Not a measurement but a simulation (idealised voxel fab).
The following process module bears the name voxel ribs on slabs.
Cross-section cut spans 255 nm and uses square cells 5 nm in size.
Bands, listed from the top down, are how a cross-section gets written in this document; the cross-section itself is a grid of square cells, and a band is one or more rows of them.
In this notation a band is specified by the heights of its top and bottom, in that order and in nm, after which its materials appear from left to right, each paired with its width in nm. The word "edge to edge" attached to a single material means that material fills the band from edge to edge; the word "air" stands for empty space.
All heights in this document are referenced to 0, defined as the level beneath which the wafer, as received, consists entirely of one material. The lowest band is not bounded below; it extends indefinitely downward and is written in the form "0 and below".
So if you see something like "30..40" for the width, read it as the top row of the band sitting at the first number and the bottom row at the second, with every row in between moving by the same amount as the last.
It should be understood that the words "identical to before", when stated for a given step, signify that the cross-section underwent no change in any of its cells during that step.
Basically, "Enclosed empty spaces" tells you about the enclosed voids: empty spaces with no open way to the top, 8 cells or bigger, each written width x height at distance, where distance is from the left edge, all in nm.
Formally, on a step line, whatever follows the settings is a remark that the simulator itself makes on the step.
"overlay nm" on a masked step: distance the mask lay right of its planned place, negative for left.
SET OUT BELOW ARE THE PLANNED STEPS OF THE PROCESS
step 1: RECEIVE, material Si
step 2: DIRECTIONAL_DEP, material SiO2, thk nm 30
step 3: DIRECTIONAL_DEP, material SiN, thk nm 15
step 4: MASKED_ETCH, tone cover, mask id RIB, width nm 20, etch materials SiN, depth nm 5, overlay nm 0
step 5: PATTERN, tone cover, mask id SLAB, material resist, width nm 70, thk nm 20, overlay nm 0
step 6: DIRECTIONAL_ETCH, etch materials SiN, depth nm 10
step 7: STRIP, etch materials resist
step 8: FILL_DEP, material SiO2, thk nm 25
step 9: CMP, height nm 60
step 10: DIRECTIONAL_DEP, material W, thk nm 10
step 11: DIRECTIONAL_DEP, material aC, thk nm 15
step 12: PATTERN, tone cover, mask id HEATER, material resist, width nm 30, thk nm 35, overlay nm 0
step 13: DIRECTIONAL_ETCH, etch materials aC, depth nm 15
step 14: STRIP, etch materials resist
step 15: DIRECTIONAL_ETCH, etch materials W, depth nm 10
step 16: STRIP, etch materials aC
step 17: CONFORMAL_DEP, material SiO2, thk nm 5
CROSS-SECTION: WAFER ON ARRIVAL = AFTER STEP 1
* 0 and below: Si edge to edge
* Enclosed empty spaces: none
STARTING WAFER: ABOVE. PLAN: ABOVE. RUN: ONE MISTAKE. CROSS-SECTION AFTER THE MODULE: BELOW
* 75 down to 70: SiO2: 115  air: 20  SiO2: 120
* 70 down to 65: W: 110  SiO2: 5  air: 20  SiO2: 5  W: 115
* 65 down to 60: W: 110  SiO2: 30  W: 115
* 60 down to 45: SiO2 edge to edge
* 45 down to 40: SiO2: 115  SiN: 20  SiO2: 120
* 40 down to 30: SiO2: 90  SiN: 70  SiO2: 95
* 30 down to 0: SiO2 edge to edge
* 0 and below: Si edge to edge
* Enclosed empty spaces: none
Deviation from plan: step 12 did not use the planned setting and instead ran as PATTERN, tone open, mask id HEATER, material resist, width nm 30, thk nm 35, overlay nm 0
